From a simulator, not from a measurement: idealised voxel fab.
The process module presented herein is designated voxel double patterning.
Pictured: cross-section cut, 270 nm wide, on a grid of 5 nm square cells.
This document writes a cross-section as a grid whose cells are square, and gives it as bands, listed from the top down; one or more rows of cells form a band. Look at the band entry: it leads with the top's height and the bottom's height in nm. Then it lists the materials left to right, with a width in nm for each. The word "full width" on a single material says that material fills the band edge to edge. The word "empty" is empty space. Heights from 0 (as-received wafer is one material below). Bottom band endless downward, as "top 0, no bottom". The width entry "30 to 40" should be interpreted row by row: the top row of cells in the band takes the first number, the bottom row takes the second number, and the change between adjacent rows is uniform throughout. A step reported as "nothing was modified" is a step in which no cell of the cross-section changed. This entry, "Closed void inventory", enumerates those empty regions of no fewer than 8 cells that possess no open connection to the top. Each region is reported in the form width x height at distance, the distance being taken from the left edge, with all three quantities expressed in nm. On a step's line, text after the settings is the simulator commenting on that step. What "overlay nm" on a step's line means: if the step has a mask, that mask lay this far to the right of its planned place, or, when the value is negative, to the left.

The planned process steps are enumerated hereunder:
1. op RECEIVE | material Si
2. op CONFORMAL_DEP | material SiN | thk nm 5
3. op DIRECTIONAL_DEP | material SiO2 | thk nm 15
4. op DIRECTIONAL_DEP | material SiCN | thk nm 5
5. op PATTERN | tone open | mask id FIRST | material resist | width nm 15 | pitch nm 50 | thk nm 20 | overlay nm 0
6. op DIRECTIONAL_ETCH | etch materials SiCN | depth nm 5
7. op STRIP | etch materials resist
8. op PATTERN | tone open | mask id SECOND | material resist | width nm 15 | thk nm 20 | overlay nm 0
9. op DIRECTIONAL_ETCH | etch materials SiCN | depth nm 5
10. op STRIP | etch materials resist
11. op DIRECTIONAL_ETCH | etch materials SiO2 | depth nm 15
12. op STRIP | etch materials SiCN

Concerning the first of two wafers, which was run in accordance with the plan:

Cross-section: wafer on arrival = after step 1:
	top 0, no bottom  Si full width
	Closed void inventory: none

Cross-section: wafer state after step 2:
	top 5, bottom 0  SiN full width
	Everything under 0 stays put, no change at all.

Cross-section: wafer state after step 3:
	top 20, bottom 5  SiO2 full width
	Everything under 5 stays put, no change at all.

Cross-section: wafer state after step 4:
	top 25, bottom 20  SiCN full width
	Everything under 20 stays put, no change at all.

Cross-section: wafer state after step 5:
	top 45, bottom 25  resist: 100, empty: 15, resist: 35, empty: 15, resist: 105
	Everything under 25 stays put, no change at all.

Cross-section: wafer state after step 6:
	top 45, bottom 25  resist: 100, empty: 15, resist: 35, empty: 15, resist: 105
	top 25, bottom 20  SiCN: 100, empty: 15, SiCN: 35, empty: 15, SiCN: 105
	Everything under 20 stays put, no change at all.

Cross-section: wafer state after step 7:
	top 25, bottom 20  SiCN: 100, empty: 15, SiCN: 35, empty: 15, SiCN: 105
	Everything under 20 stays put, no change at all.

Cross-section: wafer state after step 8:
	top 45, bottom 25  resist: 125, empty: 15, resist: 130
	top 25, bottom 20  SiCN: 100, resist: 15, SiCN: 35, resist: 15, SiCN: 105
	Everything under 20 stays put, no change at all.

Cross-section: wafer state after step 9:
	top 45, bottom 25  resist: 125, empty: 15, resist: 130
	top 25, bottom 20  SiCN: 100, resist: 15, SiCN: 10, empty: 15, SiCN: 10, resist: 15, SiCN: 105
	Everything under 20 stays put, no change at all.

Cross-section: wafer state after step 10:
	top 25, bottom 20  SiCN: 100, empty: 15, SiCN: 10, empty: 15, SiCN: 10, empty: 15, SiCN: 105
	Everything under 20 stays put, no change at all.

Cross-section: wafer state after step 11:
	top 25, bottom 20  SiCN: 100, empty: 15, SiCN: 10, empty: 15, SiCN: 10, empty: 15, SiCN: 105
	top 20, bottom 5  SiO2: 100, empty: 15, SiO2: 10, empty: 15, SiO2: 10, empty: 15, SiO2: 105
	Everything under 5 stays put, no change at all.

Cross-section: wafer state after step 12:
	top 20, bottom 5  SiO2: 100, empty: 15, SiO2: 10, empty: 15, SiO2: 10, empty: 15, SiO2: 105
	Everything under 5 stays put, no change at all.

The Second Wafer: Common Origin and Plan, One Mistake in Execution, Identical to the First Through Step 2:

At the planned end of step 3, the second wafer in cross-section:
	top 35, bottom 5  SiO2 full width
	Everything under 5 stays put, no change at all.

At the planned end of step 4, the second wafer in cross-section:
	top 40, bottom 35  SiCN full width
	Everything under 35 stays put, no change at all.

At the planned end of step 5, the second wafer in cross-section:
	top 60, bottom 40  resist: 100, empty: 15, resist: 35, empty: 15, resist: 105
	Everything under 40 stays put, no change at all.

At the planned end of step 6, the second wafer in cross-section:
	top 60, bottom 40  resist: 100, empty: 15, resist: 35, empty: 15, resist: 105
	top 40, bottom 35  SiCN: 100, empty: 15, SiCN: 35, empty: 15, SiCN: 105
	Everything under 35 stays put, no change at all.

At the planned end of step 7, the second wafer in cross-section:
	top 40, bottom 35  SiCN: 100, empty: 15, SiCN: 35, empty: 15, SiCN: 105
	Everything under 35 stays put, no change at all.

At the planned end of step 8, the second wafer in cross-section:
	top 60, bottom 40  resist: 125, empty: 15, resist: 130
	top 40, bottom 35  SiCN: 100, resist: 15, SiCN: 35, resist: 15, SiCN: 105
	Everything under 35 stays put, no change at all.

At the planned end of step 9, the second wafer in cross-section:
	top 60, bottom 40  resist: 125, empty: 15, resist: 130
	top 40, bottom 35  SiCN: 100, resist: 15, SiCN: 10, empty: 15, SiCN: 10, resist: 15, SiCN: 105
	Everything under 35 stays put, no change at all.

At the planned end of step 10, the second wafer in cross-section:
	top 40, bottom 35  SiCN: 100, empty: 15, SiCN: 10, empty: 15, SiCN: 10, empty: 15, SiCN: 105
	Everything under 35 stays put, no change at all.

At the planned end of step 11, the second wafer in cross-section:
	top 40, bottom 35  SiCN: 100, empty: 15, SiCN: 10, empty: 15, SiCN: 10, empty: 15, SiCN: 105
	top 35, bottom 20  SiO2: 100, empty: 15, SiO2: 10, empty: 15, SiO2: 10, empty: 15, SiO2: 105
	Everything under 20 stays put, no change at all.

At the planned end of step 12, the second wafer in cross-section:
	top 35, bottom 20  SiO2: 100, empty: 15, SiO2: 10, empty: 15, SiO2: 10, empty: 15, SiO2: 105
	Everything under 20 stays put, no change at all.
Error vs. plan: in the plan, step 3 was performed twice
The closing comparison, in cells, has the second wafer with more or fewer of some materials than the first: SiO2: 162 more
